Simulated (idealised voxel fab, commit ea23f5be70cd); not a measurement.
Process module heading - voxel double patterning
cross-section cut | 235 nm wide | cells 5 nm
Square cells in a grid make up a cross-section in this document, and the grid is given as bands, listed from the top down, each one or more rows of cells.
Top height, bottom height, nm. Materials left to right, width each, nm. Single material + "all across" = fills band edge to edge. "air" = empty.
Height is counted from the level 0, under which the received wafer is composed throughout of one material. The lowest of the bands is not closed at the bottom but continues downward, in the notation "0 -> down".
Width spec "30->40" -> top row of cells at first value, bottom row at second value, equal per-row change in between.
"left unchanged", as given for a step, is the statement that not any cell of the cross-section underwent a change during that step.
Closed-off voids of 8+ cells (no open route to the top) go in "Closed void listing", written width x height at distance from the left edge, in nm.
Past the settings on a step's line: simulator remark, on that step.
"overlay nm" answers the question of how far to the right of plan the mask lay on a step that has a mask, and when it is negative the answer is to the left.

The following list gives the planned process steps
1: RECEIVE | material Si
2: CONFORMAL_DEP | material SiN | thk nm 5
3: DIRECTIONAL_DEP | material SiO2 | thk nm 20
4: DIRECTIONAL_DEP | material SiCN | thk nm 5
5: MASKED_ETCH | tone open | mask id FIRST | width nm 15 | pitch nm 50 | etch materials SiCN | depth nm 5 | overlay nm 0
6: DIRECTIONAL_DEP | material aC | thk nm 15
7: PATTERN | tone open | mask id SECOND | material resist | width nm 15 | pitch nm 50 | thk nm 35 | overlay nm 0
8: DIRECTIONAL_ETCH | etch materials aC | depth nm 15
9: STRIP | etch materials resist
10: DIRECTIONAL_ETCH | etch materials SiCN | depth nm 5
11: STRIP | etch materials aC
12: DIRECTIONAL_ETCH | etch materials SiO2 | depth nm 20
13: STRIP | etch materials SiCN
All wafers enter the flow in the same state. The thk nm at step 2 differs from wafer to wafer, and the plan gives the value for the first wafer.

Step 1 complete: as-received cross-section of the first of several wafers
* 0 -> down | Si all across
* Closed void listing: none

The following table contains a row per wafer, in which are reported, at the conclusion of the module, the cells of each material gained (+) or lost (-) since the wafer's receipt, with its closed voids given thereafter
thk nm 5 | +47 SiN | +128 SiO2 | Closed void listing: none
thk nm 10 | +94 SiN | +128 SiO2 | Closed void listing: none
thk nm 15 | +141 SiN | +128 SiO2 | Closed void listing: none
thk nm 20 | +188 SiN | +128 SiO2 | Closed void listing: none
thk nm 25 | +235 SiN | +128 SiO2 | Closed void listing: none
